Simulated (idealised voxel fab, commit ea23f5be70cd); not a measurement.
The process module presented herein is designated voxel ribs on slabs.
Xsec cut, 230 nm wide, square cell size 5 nm.
How to read a cross-section here: the picture is a grid of square cells, written as bands going from the top down, and any band can span one or more rows of cells. Look at the band entry: it leads with the top's height and the bottom's height in nm. Then it lists the materials left to right, with a width in nm for each. The word "all across" on a single material says that material fills the band edge to edge. The word "blank" is empty space. Note: height 0 marks the level under which the wafer is uniformly one material as received. Lowest band unbounded below, written "0 -> down". Width: "30..40" (first number = top row, second number = bottom row, same change from row to row of cells). You'll sometimes find "no modifications" written for a step, and that's the way of saying that nowhere in the cross-section did a cell change during that step. The entry titled "Closed void listing" provides the empty spaces that have no open way to the top, restricted to those of 8 cells or more. Each is presented as width x height at distance, the distance being measured from the left edge, with all three in nm. Heads up: the bit after the settings on a step's line is the simulator's remark on that step. Regarding "overlay nm": on a step with a mask, it is the distance the mask lay to the right of its planned place; a negative value places it to the left.
HERE'S WHAT THE PLANNED PROCESS STEPS LOOK LIKE
1,RECEIVE [material Si]
2,DIRECTIONAL_DEP [material SiO2] [thk nm 25]
3,DIRECTIONAL_DEP [material polySi] [thk nm 20]
4,PATTERN [tone cover] [mask id RIB] [material resist] [width nm 15] [thk nm 15] [overlay nm 0]
5,DIRECTIONAL_ETCH [etch materials polySi] [depth nm 15]
6,STRIP [etch materials resist]
7,DIRECTIONAL_DEP [material aC] [thk nm 15]
8,PATTERN [tone cover] [mask id SLAB] [material resist] [width nm 65] [thk nm 35] [overlay nm 0]
9,DIRECTIONAL_ETCH [etch materials aC] [depth nm 15]
10,STRIP [etch materials resist]
11,DIRECTIONAL_ETCH [etch materials polySi] [depth nm 5]
12,STRIP [etch materials aC]
13,FILL_DEP [material SiO2] [thk nm 20]
14,CMP [height nm 60]
15,DIRECTIONAL_DEP [material TiN] [thk nm 10]
16,DIRECTIONAL_DEP [material aC] [thk nm 15]
17,PATTERN [tone cover] [mask id HEATER] [material resist] [width nm 25] [thk nm 30] [overlay nm 0]
18,DIRECTIONAL_ETCH [etch materials aC] [depth nm 15]
19,STRIP [etch materials resist]
20,DIRECTIONAL_ETCH [etch materials TiN] [depth nm 10]
21,STRIP [etch materials aC]
22,CONFORMAL_DEP [material SiO2] [thk nm 10]
CROSS-SECTIONAL VIEW OF THE WAFER IN ITS AS-RECEIVED CONDITION, CORRESPONDING TO THE STATE AFTER STEP 1
  0 -> down = Si all across
  Closed void listing: none
CROSS-SECTIONAL RESULT AFTER MODULE COMPLETION. NOTE: STARTING CONDITION AND PLAN ARE UNCHANGED FROM ABOVE; ONE PROCESSING MISTAKE WAS MADE
  80 -> 70 = 90 of blank; 45 of SiO2; 95 of blank
  70 -> 60 = 100 of SiO2; 25 of TiN; 105 of SiO2
  60 -> 45 = SiO2 all across
  45 -> 30 = 95 of SiO2; 15 of polySi; 120 of SiO2
  30 -> 25 = 80 of SiO2; 65 of polySi; 85 of SiO2
  25 -> 0 = SiO2 all across
  0 -> down = Si all across
  Closed void listing: none
Plan not followed: step 4 ran differently from the plan; actual operation with settings: PATTERN [tone cover] [mask id RIB] [material resist] [width nm 15] [thk nm 15] [overlay nm -10]
